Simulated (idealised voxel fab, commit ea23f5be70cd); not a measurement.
process module | voxel self aligned vias
cross-section cut | 260 nm wide | cells 5 nm
A cross-section is a grid of square cells, given in bands from the top down. A band is one or more rows of cells.
Each band's line starts with the height of the band's top and of its bottom, in nm. Then come its materials from left to right, each with its width in nm. One material with "throughout" fills the band from edge to edge. "air" is empty space.
Height 0 is the level under which the wafer as received is all one material. The lowest band goes on downwards, as in "0 down".
A width such as "30 to 40" changes by the same amount from each row of cells to the next, from the band's top row to its bottom row.
"no change" after a step means that no cell of the cross-section changed.
closed voids: empty space of 8 cells or more with no open way to the top, each as width x height at its distance from the left edge, in nm
after a step's settings: what the simulator itself notes on the step
overlay nm, on a step with a mask: how far to the right of its planned place the mask lay; to the left if negative
plan
1 op RECEIVE | material Si
2 op CONFORMAL_DEP | material SiO2 | thk nm 10
3 op CONFORMAL_DEP | material SiCN | thk nm 5
4 op DIRECTIONAL_DEP | material lowk | thk nm 30
5 op MASKED_ETCH | tone open | mask id LINES | width nm 30 | pitch nm 70 | etch materials lowk | depth nm 30 | overlay nm 0
6 op CONFORMAL_DEP | material TiN | thk nm 5
7 op FILL_DEP | material Ru | thk nm 5
8 op CMP | height nm 45
9 op SELECTIVE_ETCH | etch materials W Ru TiN | depth nm 10
10 op FILL_DEP | material SiN | thk nm 5
11 op CMP | height nm 45
12 op DIRECTIONAL_DEP | material lowk | thk nm 15
13 op MASKED_ETCH | tone open | mask id VIAS | width nm 50 | pitch nm 140 | etch materials lowk | depth nm 15 | overlay nm 0
14 op MASKED_ETCH | tone open | mask id VIAS | width nm 50 | pitch nm 140 | etch materials SiN | depth nm 10 | overlay nm 0
15 op CONFORMAL_DEP | material TiN | thk nm 5
16 op FILL_DEP | material Ru | thk nm 10
17 op CMP | height nm 60
18 op CONFORMAL_DEP | material SiCN | thk nm 5
as received, after step 1
  0 down: Si throughout
  closed voids: none
first wafer at the end, as planned
  65 to 60: SiCN throughout
  60 to 50: lowk 35 | TiN 5 | Ru 40 | TiN 5 | lowk 90 | TiN 5 | Ru 40 | TiN 5 | lowk 35
  50 to 45: lowk 35 | TiN 15 | Ru 20 | TiN 15 | lowk 90 | TiN 15 | Ru 20 | TiN 15 | lowk 35
  45 to 40: lowk 45 | TiN 5 | Ru 20 | TiN 5 | lowk 40 | SiN 30 | lowk 40 | TiN 5 | Ru 20 | TiN 5 | lowk 45
  40 to 35: lowk 45 | TiN 30 | lowk 40 | SiN 30 | lowk 40 | TiN 30 | lowk 45
  35 to 20: lowk 45 | TiN 5 | Ru 20 | TiN 5 | lowk 40 | TiN 5 | Ru 20 | TiN 5 | lowk 40 | TiN 5 | Ru 20 | TiN 5 | lowk 45
  20 to 15: lowk 45 | TiN 30 | lowk 40 | TiN 30 | lowk 40 | TiN 30 | lowk 45
  15 to 10: SiCN throughout
  10 to 0: SiO2 throughout
  0 down: Si throughout
  closed voids: none
second wafer at the end: like start, like plan, one mistake
  65 to 60: SiCN throughout
  60 to 45: lowk 35 | TiN 10 | lowk 30 | TiN 10 | lowk 90 | TiN 10 | lowk 30 | TiN 10 | lowk 35
  45 to 35: lowk 45 | SiN 30 | lowk 40 | SiN 30 | lowk 40 | SiN 30 | lowk 45
  35 to 20: lowk 45 | TiN 5 | Ru 20 | TiN 5 | lowk 40 | TiN 5 | Ru 20 | TiN 5 | lowk 40 | TiN 5 | Ru 20 | TiN 5 | lowk 45
  20 to 15: lowk 45 | TiN 30 | lowk 40 | TiN 30 | lowk 40 | TiN 30 | lowk 45
  15 to 10: SiCN throughout
  10 to 0: SiO2 throughout
  0 down: Si throughout
  closed voids: none
what went wrong: steps 12 and 13 were swapped
at the end the second wafer has, in cells: 48 fewer of Ru | 24 more of SiN | 12 fewer of TiN | 36 more of lowk
